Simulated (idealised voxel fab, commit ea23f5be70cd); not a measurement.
process module | voxel local oxidation
cross-section cut | 260 nm wide | cells 5 nm
A cross-section is a grid of square cells, given in bands from the top down. A band is one or more rows of cells.
Each band's line starts with the height of the band's top and of its bottom, in nm. Then come its materials from left to right, each with its width in nm. One material with "throughout" fills the band from edge to edge. "air" is empty space.
Height 0 is the level under which the wafer as received is all one material. The lowest band goes on downwards, as in "0 down".
A width such as "30 to 40" changes by the same amount from each row of cells to the next, from the band's top row to its bottom row.
"no change" after a step means that no cell of the cross-section changed.
closed voids: empty space of 8 cells or more with no open way to the top, each as width x height at its distance from the left edge, in nm
after a step's settings: what the simulator itself notes on the step
overlay nm, on a step with a mask: how far to the right of its planned place the mask lay; to the left if negative
plan
1 op RECEIVE | material Si
2 op OXIDIZE | depth nm 5
3 op CONFORMAL_DEP | material SiN | thk nm 15
4 op PATTERN | tone cover | mask id ACTIVE | material resist | width nm 100 | pitch nm 125 | thk nm 20 | overlay nm 0
5 op DIRECTIONAL_ETCH | etch materials SiN | depth nm 15
6 op STRIP | etch materials resist
7 op SELECTIVE_ETCH | etch materials SiO2 | depth nm 5
8 op OXIDIZE | depth nm 15
9 op STRIP | etch materials SiN
as received, after step 1
  0 down: Si throughout
  closed voids: none
a wafer at the end: this start, this plan, one mistake
  15 to 0: air 15 | SiN 100 | air 25 | SiN 100 | air 20
  0 to -5: air 20 | SiO2 90 | air 35 | SiO2 90 | air 25
  -5 to -20: SiO2 35 | Si 60 | SiO2 65 | Si 60 | SiO2 40
  -20 down: Si throughout
  closed voids: none
what went wrong: step 9 was left out
